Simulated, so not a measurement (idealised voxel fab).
The following is a process module called voxel trench capacitor.
In the cross-section labelled cut, the width is 225 nm and each square cell is 5 nm.
This document writes a cross-section as a grid whose cells are square, and gives it as bands, listed from the top down; one or more rows of cells form a band.
Quick guide to a band line: top height, bottom height (nm) up front; then every material left to right with its width in nm. Only one material and it's marked "edge to edge"? Then it fills the band edge to edge. And "blank" just means empty space.
Height is counted from the level 0, under which the received wafer is composed throughout of one material. The lowest of the bands is not closed at the bottom but continues downward, in the notation "0 down".
Per-row width for "30 to 40": begins at first number (top row of band), ends at second number (bottom row), increment between rows held constant.
Where the words "no change occurred" appear for a step, the cross-section shows no cell changed by that step; every cell remained as before.
In "Unvented voids" the enclosed voids are listed, meaning empty spaces of 8 cells or larger without any opening to the top. The form is width x height at distance, distance from the left edge, units nm.
Note: text after step settings on the step line = simulator remark on that step.
The "overlay nm" setting may appear on a step's line; for a step that uses a mask, it gives how far to the right of its planned position the mask lay, and a negative value indicates the left.

PLANNED STEP LIST FOR THE PROCESS
1) RECEIVE [material Si]
2) CONFORMAL_DEP [material SiN] [thk nm 5]
3) DIRECTIONAL_DEP [material aC] [thk nm 10]
4) PATTERN [tone open] [mask id TRENCH] [material resist] [width nm 15] [pitch nm 45] [thk nm 25] [overlay nm 0]
5) DIRECTIONAL_ETCH [etch materials aC] [depth nm 10]
6) STRIP [etch materials resist]
7) DIRECTIONAL_ETCH [etch materials SiN] [depth nm 5]
8) DIRECTIONAL_ETCH [etch materials Si] [depth nm 30]
9) STRIP [etch materials aC]
10) CONFORMAL_DEP [material Al2O3] [thk nm 5]
11) FILL_DEP [material polySi] [thk nm 10]
12) CMP [height nm 5]

CROSS-SECTION OF THE INCOMING WAFER, STATE AFTER STEP 1
- 0 down  Si edge to edge
- Unvented voids: none

HERE'S THE CROSS-SECTION OF THE FIRST OF OUR TWO WAFERS AT THE END OF THE MODULE - IT RAN AS PLANNED
- 5 to 0  SiN=80, Al2O3=5, polySi=5, Al2O3=5, SiN=30, Al2O3=5, polySi=5, Al2O3=5, SiN=85
- 0 to -25  Si=80, Al2O3=5, polySi=5, Al2O3=5, Si=30, Al2O3=5, polySi=5, Al2O3=5, Si=85
- -25 to -30  Si=80, Al2O3=15, Si=30, Al2O3=15, Si=85
- -30 down  Si edge to edge
- Unvented voids: none

CROSS-SECTION OF THE LATTER OF THE TWO WAFERS AT MODULE COMPLETION. IT HAD AN IDENTICAL START AND AN IDENTICAL PLAN TO THE FORMER; IN RUNNING IT, ONE MISTAKE WAS MADE
- 5 to 0  SiN=80, Al2O3=5, polySi=10, Al2O3=5, SiN=25, Al2O3=5, polySi=10, Al2O3=5, SiN=80
- 0 to -25  Si=80, Al2O3=5, polySi=10, Al2O3=5, Si=25, Al2O3=5, polySi=10, Al2O3=5, Si=80
- -25 to -30  Si=80, Al2O3=20, Si=25, Al2O3=20, Si=80
- -30 down  Si edge to edge
- Unvented voids: none
So what did we get wrong on this run? step 4 did not use the planned setting and instead ran as PATTERN [tone open] [mask id TRENCH] [material resist] [width nm 20] [pitch nm 45] [thk nm 25] [overlay nm 0]
The final cell counts differ between the wafers, with the second having more or fewer of some materials than the first: Al2O3 +2; Si -12; SiN -2; polySi +12
